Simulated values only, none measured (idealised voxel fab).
The name of this process module is voxel capacitor over wiring.
Shown is cross-section cut, with a width of 185 nm and square cells of size 5 nm.
Square cells in a grid make up a cross-section in this document, and the grid is given as bands, listed from the top down, each one or more rows of cells. Top, bottom (nm), then materials left to right with widths (nm); lone material tagged "full width" fills the whole band edge to edge; "air" = empty space. Heights from 0 (as-received wafer is one material below). Bottom band endless downward, as "z 0 and below". Think of "30..40" as a width that walks from the first number to the second as you go down the band, top row to bottom row, taking equal-sized steps from row to row. Key: "no alterations made" - step with no changed cell in the cross-section. If an empty space has no open way to the top and is at least 8 cells in size, "Unvented voids" lists it, written width x height at distance, where distance is measured from the left edge and every value is in nm. Post-settings text on a step line: simulator's own remark regarding the step. The setting "overlay nm" may be written on the line of a step. When the step uses a mask, the value reports how far to the right of the planned place the mask lay, and a negative value reports that it lay to the left.
[This section lists the process steps that were planned]
| 1 | RECEIVE with material Si |
| 2 | CONFORMAL_DEP with material SiO2, thk nm 10 |
| 3 | DIRECTIONAL_DEP with material TiN, thk nm 5 |
| 4 | DIRECTIONAL_DEP with material Ru, thk nm 15 |
| 5 | PATTERN with tone cover, mask id METAL_1, material resist, width nm 20, pitch nm 80, thk nm 15, overlay nm 0 |
| 6 | DIRECTIONAL_ETCH with etch materials Ru, depth nm 15 |
| 7 | DIRECTIONAL_ETCH with etch materials TiN, depth nm 5 |
| 8 | STRIP with etch materials resist |
| 9 | FILL_DEP with material lowk, thk nm 10 |
| 10 | CMP with height nm 30 |
| 11 | CONFORMAL_DEP with material SiCN, thk nm 5 |
| 12 | DIRECTIONAL_DEP with material SiO2, thk nm 10 |
| 13 | DIRECTIONAL_DEP with material aC, thk nm 10 |
| 14 | PATTERN with tone open, mask id PLUG_1, material resist, width nm 15, thk nm 30, overlay nm 0 |
| 15 | DIRECTIONAL_ETCH with etch materials aC, depth nm 10 |
| 16 | STRIP with etch materials resist |
| 17 | DIRECTIONAL_ETCH with etch materials SiO2, depth nm 10 |
| 18 | DIRECTIONAL_ETCH with etch materials SiCN, depth nm 5 |
| 19 | STRIP with etch materials aC |
| 20 | EPI with material Ru, thk nm 10 |
| 21 | EPI with material Ru, thk nm 5 |
| 22 | DIRECTIONAL_DEP with material TiN, thk nm 5 |
| 23 | DIRECTIONAL_DEP with material SiN, thk nm 5 |
| 24 | DIRECTIONAL_DEP with material TiN, thk nm 10 |
| 25 | DIRECTIONAL_DEP with material aC, thk nm 15 |
| 26 | PATTERN with tone cover, mask id UPPER_PLATE, material resist, width nm 65, thk nm 30, overlay nm 0 |
| 27 | DIRECTIONAL_ETCH with etch materials aC, depth nm 15 |
| 28 | STRIP with etch materials resist |
| 29 | DIRECTIONAL_ETCH with etch materials TiN, depth nm 10 |
| 30 | DIRECTIONAL_ETCH with etch materials SiN, depth nm 5 |
| 31 | STRIP with etch materials aC |
| 32 | PATTERN with tone cover, mask id LOWER_PLATE, material resist, width nm 75, thk nm 15, overlay nm 0 |
| 33 | DIRECTIONAL_ETCH with etch materials TiN, depth nm 5 |
| 34 | STRIP with etch materials resist |
| 35 | FILL_DEP with material SiO2, thk nm 20 |
| 36 | CMP with height nm 80 |
| 37 | PATTERN with tone open, mask id PLUG_2, material resist, width nm 15, thk nm 15, overlay nm 0 |
| 38 | DIRECTIONAL_ETCH with etch materials SiO2, depth nm 15 |
| 39 | STRIP with etch materials resist |
| 40 | CONFORMAL_DEP with material TiN, thk nm 5 |
| 41 | FILL_DEP with material W, thk nm 5 |
| 42 | CMP with height nm 80 |
| 43 | CONFORMAL_DEP with material SiN, thk nm 5 |
[Concerning the first of two wafers, which was run in accordance with the plan]
[Wafer at receipt (post step 1), cross-section]
	z 0 and below  Si full width
	Unvented voids: none
[Cross-section of the wafer after step 2]
	z 10 to 0  SiO2 full width
	No changes below 0.
[Cross-section of the wafer after step 3]
	z 15 to 10  TiN full width
	No changes below 10.
[Cross-section of the wafer after step 4]
	z 30 to 15  Ru full width
	No changes below 15.
[Cross-section of the wafer after step 5]
	z 45 to 30  40 of air  20 of resist  60 of air  20 of resist  45 of air
	No changes below 30.
[Cross-section of the wafer after step 6]
	z 45 to 30  40 of air  20 of resist  60 of air  20 of resist  45 of air
	z 30 to 15  40 of air  20 of Ru  60 of air  20 of Ru  45 of air
	No changes below 15.
[Cross-section of the wafer after step 7]
	z 45 to 30  40 of air  20 of resist  60 of air  20 of resist  45 of air
	z 30 to 15  40 of air  20 of Ru  60 of air  20 of Ru  45 of air
	z 15 to 10  40 of air  20 of TiN  60 of air  20 of TiN  45 of air
	No changes below 10.
[Cross-section of the wafer after step 8]
	z 30 to 15  40 of air  20 of Ru  60 of air  20 of Ru  45 of air
	No changes below 15.
[Cross-section of the wafer after step 9]
	z 40 to 30  lowk full width
	z 30 to 15  40 of lowk  20 of Ru  60 of lowk  20 of Ru  45 of lowk
	z 15 to 10  40 of lowk  20 of TiN  60 of lowk  20 of TiN  45 of lowk
	No changes below 10.
[Cross-section of the wafer after step 10]
	z 30 to 15  40 of lowk  20 of Ru  60 of lowk  20 of Ru  45 of lowk
	No changes below 15.
[Cross-section of the wafer after step 11]
	z 35 to 30  SiCN full width
	No changes below 30.
[Cross-section of the wafer after step 12]
	z 45 to 35  SiO2 full width
	No changes below 35.
[Cross-section of the wafer after step 13]
	z 55 to 45  aC full width
	No changes below 45.
[Cross-section of the wafer after step 14]
	z 85 to 55  45 of resist  15 of air  125 of resist
	No changes below 55.
[Cross-section of the wafer after step 15]
	z 75 to 55  45 of resist  15 of air  125 of resist
	z 55 to 45  45 of aC  15 of air  125 of aC
	No changes below 45.
[Cross-section of the wafer after step 16]
	z 55 to 45  45 of aC  15 of air  125 of aC
	No changes below 45.
[Cross-section of the wafer after step 17]
	z 55 to 45  45 of aC  15 of air  125 of aC
	z 45 to 35  45 of SiO2  15 of air  125 of SiO2
	No changes below 35.
[Cross-section of the wafer after step 18]
	z 55 to 45  45 of aC  15 of air  125 of aC
	z 45 to 35  45 of SiO2  15 of air  125 of SiO2
	z 35 to 30  45 of SiCN  15 of air  125 of SiCN
	No changes below 30.
[Cross-section of the wafer after step 19]
	z 45 to 35  45 of SiO2  15 of air  125 of SiO2
	No changes below 35.
[Cross-section of the wafer after step 20]
	z 45 to 40  45 of SiO2  15 of air  125 of SiO2
	z 40 to 35  45 of SiO2  15 of Ru  125 of SiO2
	z 35 to 30  45 of SiCN  15 of Ru  125 of SiCN
	No changes below 30.
[Cross-section of the wafer after step 21]
	z 45 to 35  45 of SiO2  15 of Ru  125 of SiO2
	No changes below 35.
[Cross-section of the wafer after step 22]
	z 50 to 45  TiN full width
	No changes below 45.
[Cross-section of the wafer after step 23]
	z 55 to 50  SiN full width
	No changes below 50.
[Cross-section of the wafer after step 24]
	z 65 to 55  TiN full width
	No changes below 55.
[Cross-section of the wafer after step 25]
	z 80 to 65  aC full width
	No changes below 65.
[Cross-section of the wafer after step 26]
	z 110 to 80  45 of air  65 of resist  75 of air
	No changes below 80.
[Cross-section of the wafer after step 27]
	z 95 to 80  45 of air  65 of resist  75 of air
	z 80 to 65  45 of air  65 of aC  75 of air
	No changes below 65.
[Cross-section of the wafer after step 28]
	z 80 to 65  45 of air  65 of aC  75 of air
	No changes below 65.
[Cross-section of the wafer after step 29]
	z 80 to 65  45 of air  65 of aC  75 of air
	z 65 to 55  45 of air  65 of TiN  75 of air
	No changes below 55.
[Cross-section of the wafer after step 30]
	z 80 to 65  45 of air  65 of aC  75 of air
	z 65 to 55  45 of air  65 of TiN  75 of air
	z 55 to 50  45 of air  65 of SiN  75 of air
	No changes below 50.
[Cross-section of the wafer after step 31]
	z 65 to 55  45 of air  65 of TiN  75 of air
	No changes below 55.
[Cross-section of the wafer after step 32]
	z 80 to 65  40 of air  75 of resist  70 of air
	z 65 to 55  40 of air  5 of resist  65 of TiN  5 of resist  70 of air
	z 55 to 50  40 of air  5 of resist  65 of SiN  5 of resist  70 of air
	No changes below 50.
[Cross-section of the wafer after step 33]
	z 80 to 65  40 of air  75 of resist  70 of air
	z 65 to 55  40 of air  5 of resist  65 of TiN  5 of resist  70 of air
	z 55 to 50  40 of air  5 of resist  65 of SiN  5 of resist  70 of air
	z 50 to 45  40 of air  75 of TiN  70 of air
	No changes below 45.
[Cross-section of the wafer after step 34]
	z 65 to 55  45 of air  65 of TiN  75 of air
	z 55 to 50  45 of air  65 of SiN  75 of air
	No changes below 50.
[Cross-section of the wafer after step 35]
	z 85 to 65  SiO2 full width
	z 65 to 55  45 of SiO2  65 of TiN  75 of SiO2
	z 55 to 50  45 of SiO2  65 of SiN  75 of SiO2
	z 50 to 45  40 of SiO2  75 of TiN  70 of SiO2
	No changes below 45.
[Cross-section of the wafer after step 36]
	z 80 to 65  SiO2 full width
	No changes below 65.
[Cross-section of the wafer after step 37]
	z 95 to 80  55 of resist  15 of air  115 of resist
	No changes below 80.
[Cross-section of the wafer after step 38]
	z 95 to 80  55 of resist  15 of air  115 of resist
	z 80 to 65  55 of SiO2  15 of air  115 of SiO2
	No changes below 65.
[Cross-section of the wafer after step 39]
	z 80 to 65  55 of SiO2  15 of air  115 of SiO2
	No changes below 65.
[Cross-section of the wafer after step 40]
	z 85 to 80  60 of TiN  5 of air  120 of TiN
	z 80 to 70  55 of SiO2  5 of TiN  5 of air  5 of TiN  115 of SiO2
	z 70 to 65  55 of SiO2  15 of TiN  115 of SiO2
	No changes below 65.
[Cross-section of the wafer after step 41]
	z 90 to 85  W full width
	z 85 to 80  60 of TiN  5 of W  120 of TiN
	z 80 to 70  55 of SiO2  5 of TiN  5 of W  5 of TiN  115 of SiO2
	No changes below 70.
[Cross-section of the wafer after step 42]
	z 80 to 70  55 of SiO2  5 of TiN  5 of W  5 of TiN  115 of SiO2
	No changes below 70.
[Cross-section of the wafer after step 43]
	z 85 to 80  SiN full width
	No changes below 80.
[The remaining wafer, second of the two, started like the first and was run to the same plan, except that one mistake was made along the way; the two coincide through step 13, inclusive]
[Second wafer shown in cross-section at the time step 14 was slated to end]
	z 85 to 55  45 of air  15 of resist  125 of air
	No changes below 55.
[Second wafer shown in cross-section at the time step 15 was slated to end]
	z 75 to 55  45 of air  15 of resist  125 of air
	z 55 to 45  45 of air  15 of aC  125 of air
	No changes below 45.
[Second wafer shown in cross-section at the time step 16 was slated to end]
	z 55 to 45  45 of air  15 of aC  125 of air
	No changes below 45.
[Second wafer shown in cross-section at the time step 17 was slated to end]
	z 55 to 45  45 of air  15 of aC  125 of air
	z 45 to 35  45 of air  15 of SiO2  125 of air
	No changes below 35.
[Second wafer shown in cross-section at the time step 18 was slated to end]
	z 55 to 45  45 of air  15 of aC  125 of air
	z 45 to 35  45 of air  15 of SiO2  125 of air
	z 35 to 30  45 of air  15 of SiCN  125 of air
	No changes below 30.
[Second wafer shown in cross-section at the time step 19 was slated to end]
	z 45 to 35  45 of air  15 of SiO2  125 of air
	No changes below 35.
[Second wafer shown in cross-section at the time step 20 was slated to end]
	z 45 to 40  45 of air  15 of SiO2  125 of air
	z 40 to 35  30 of air  15 of Ru  15 of SiO2  50 of air  40 of Ru  35 of air
	z 35 to 30  30 of air  15 of Ru  15 of SiCN  50 of air  40 of Ru  35 of air
	No changes below 30.
[Second wafer shown in cross-section at the time step 21 was slated to end]
	z 45 to 35  25 of air  20 of Ru  15 of SiO2  45 of air  50 of Ru  30 of air
	z 35 to 30  25 of air  20 of Ru  15 of SiCN  45 of air  50 of Ru  30 of air
	No changes below 30.
[Second wafer shown in cross-section at the time step 22 was slated to end]
	z 50 to 45  25 of air  35 of TiN  45 of air  50 of TiN  30 of air
	z 45 to 35  25 of air  20 of Ru  15 of SiO2  45 of air  50 of Ru  30 of air
	z 35 to 30  25 of TiN  20 of Ru  15 of SiCN  45 of TiN  50 of Ru  30 of TiN
	No changes below 30.
[Second wafer shown in cross-section at the time step 23 was slated to end]
	z 55 to 50  25 of air  35 of SiN  45 of air  50 of SiN  30 of air
	z 50 to 45  25 of air  35 of TiN  45 of air  50 of TiN  30 of air
	z 45 to 40  25 of air  20 of Ru  15 of SiO2  45 of air  50 of Ru  30 of air
	z 40 to 35  25 of SiN  20 of Ru  15 of SiO2  45 of SiN  50 of Ru  30 of SiN
	No changes below 35.
[Second wafer shown in cross-section at the time step 24 was slated to end]
	z 65 to 55  25 of air  35 of TiN  45 of air  50 of TiN  30 of air
	z 55 to 50  25 of air  35 of SiN  45 of air  50 of SiN  30 of air
	z 50 to 45  TiN full width
	z 45 to 40  25 of TiN  20 of Ru  15 of SiO2  45 of TiN  50 of Ru  30 of TiN
	No changes below 40.
[Second wafer shown in cross-section at the time step 25 was slated to end]
	z 80 to 65  25 of air  35 of aC  45 of air  50 of aC  30 of air
	z 65 to 55  25 of aC  35 of TiN  45 of aC  50 of TiN  30 of aC
	z 55 to 50  25 of aC  35 of SiN  45 of aC  50 of SiN  30 of aC
	No changes below 50.
[Second wafer shown in cross-section at the time step 26 was slated to end]
	z 110 to 80  45 of air  65 of resist  75 of air
	z 80 to 65  25 of air  35 of aC  45 of resist  50 of aC  30 of air
	No changes below 65.
[Second wafer shown in cross-section at the time step 27 was slated to end]
	z 95 to 80  45 of air  65 of resist  75 of air
	z 80 to 65  45 of air  15 of aC  45 of resist  5 of aC  75 of air
	z 65 to 55  25 of air  35 of TiN  45 of aC  50 of TiN  30 of air
	z 55 to 50  25 of air  35 of SiN  45 of aC  50 of SiN  30 of air
	No changes below 50.
[Second wafer shown in cross-section at the time step 28 was slated to end]
	z 80 to 65  45 of air  15 of aC  45 of air  5 of aC  75 of air
	No changes below 65.
[Second wafer shown in cross-section at the time step 29 was slated to end]
	z 80 to 65  45 of air  15 of aC  45 of air  5 of aC  75 of air
	z 65 to 55  45 of air  15 of TiN  45 of aC  5 of TiN  75 of air
	z 55 to 50  25 of air  35 of SiN  45 of aC  50 of SiN  30 of air
	z 50 to 45  25 of air  130 of TiN  30 of air
	z 45 to 40  25 of air  20 of Ru  15 of SiO2  45 of TiN  50 of Ru  30 of air
	No changes below 40.
[Second wafer shown in cross-section at the time step 30 was slated to end]
	z 80 to 65  45 of air  15 of aC  45 of air  5 of aC  75 of air
	z 65 to 55  45 of air  15 of TiN  45 of aC  5 of TiN  75 of air
	z 55 to 50  45 of air  15 of SiN  45 of aC  5 of SiN  75 of air
	z 50 to 45  25 of air  130 of TiN  30 of air
	z 45 to 40  25 of air  20 of Ru  15 of SiO2  45 of TiN  50 of Ru  30 of air
	z 40 to 35  25 of air  20 of Ru  15 of SiO2  45 of SiN  50 of Ru  30 of air
	No changes below 35.
[Second wafer shown in cross-section at the time step 31 was slated to end]
	z 65 to 55  45 of air  15 of TiN  45 of air  5 of TiN  75 of air
	z 55 to 50  45 of air  15 of SiN  45 of air  5 of SiN  75 of air
	No changes below 50.
[Second wafer shown in cross-section at the time step 32 was slated to end]
	z 80 to 65  40 of air  75 of resist  70 of air
	z 65 to 55  40 of air  5 of resist  15 of TiN  45 of resist  5 of TiN  5 of resist  70 of air
	z 55 to 50  40 of air  5 of resist  15 of SiN  45 of resist  5 of SiN  5 of resist  70 of air
	No changes below 50.
[Second wafer shown in cross-section at the time step 33 was slated to end]
	z 80 to 65  40 of air  75 of resist  70 of air
	z 65 to 55  40 of air  5 of resist  15 of TiN  45 of resist  5 of TiN  5 of resist  70 of air
	z 55 to 50  40 of air  5 of resist  15 of SiN  45 of resist  5 of SiN  5 of resist  70 of air
	z 50 to 45  40 of air  75 of TiN  70 of air
	z 45 to 40  25 of air  20 of Ru  15 of SiO2  45 of TiN  50 of Ru  30 of air
	z 40 to 35  25 of air  20 of Ru  15 of SiO2  45 of SiN  50 of Ru  30 of air
	z 35 to 30  25 of air  20 of Ru  15 of SiCN  45 of TiN  50 of Ru  30 of air
	No changes below 30.
[Second wafer shown in cross-section at the time step 34 was slated to end]
	z 65 to 55  45 of air  15 of TiN  45 of air  5 of TiN  75 of air
	z 55 to 50  45 of air  15 of SiN  45 of air  5 of SiN  75 of air
	No changes below 50.
[Second wafer shown in cross-section at the time step 35 was slated to end]
	z 85 to 65  SiO2 full width
	z 65 to 55  45 of SiO2  15 of TiN  45 of SiO2  5 of TiN  75 of SiO2
	z 55 to 50  45 of SiO2  15 of SiN  45 of SiO2  5 of SiN  75 of SiO2
	z 50 to 45  40 of SiO2  75 of TiN  70 of SiO2
	z 45 to 40  25 of SiO2  20 of Ru  15 of SiO2  45 of TiN  50 of Ru  30 of SiO2
	z 40 to 35  25 of SiO2  20 of Ru  15 of SiO2  45 of SiN  50 of Ru  30 of SiO2
	z 35 to 30  25 of SiO2  20 of Ru  15 of SiCN  45 of TiN  50 of Ru  30 of SiO2
	No changes below 30.
[Second wafer shown in cross-section at the time step 36 was slated to end]
	z 80 to 65  SiO2 full width
	No changes below 65.
[Second wafer shown in cross-section at the time step 37 was slated to end]
	z 95 to 80  55 of resist  15 of air  115 of resist
	No changes below 80.
[Second wafer shown in cross-section at the time step 38 was slated to end]
	z 95 to 80  55 of resist  15 of air  115 of resist
	z 80 to 65  55 of SiO2  15 of air  115 of SiO2
	No changes below 65.
[Second wafer shown in cross-section at the time step 39 was slated to end]
	z 80 to 65  55 of SiO2  15 of air  115 of SiO2
	No changes below 65.
[Second wafer shown in cross-section at the time step 40 was slated to end]
	z 85 to 80  60 of TiN  5 of air  120 of TiN
	z 80 to 70  55 of SiO2  5 of TiN  5 of air  5 of TiN  115 of SiO2
	z 70 to 65  55 of SiO2  15 of TiN  115 of SiO2
	No changes below 65.
[Second wafer shown in cross-section at the time step 41 was slated to end]
	z 90 to 85  W full width
	z 85 to 80  60 of TiN  5 of W  120 of TiN
	z 80 to 70  55 of SiO2  5 of TiN  5 of W  5 of TiN  115 of SiO2
	No changes below 70.
[Second wafer shown in cross-section at the time step 42 was slated to end]
	z 80 to 70  55 of SiO2  5 of TiN  5 of W  5 of TiN  115 of SiO2
	No changes below 70.
[Second wafer shown in cross-section at the time step 43 was slated to end]
	z 85 to 80  SiN full width
	No changes below 80.
It is concluded that the wafer was processed incorrectly with respect to the plan, in that step 14 was processed under conditions differing from the plan, specifically as PATTERN with tone cover, mask id PLUG_1, material resist, width nm 15, thk nm 30, overlay nm 0
The final cell counts differ between the wafers, with the second having more or fewer of some materials than the first: +33 Ru; -31 SiCN; -2 SiO2
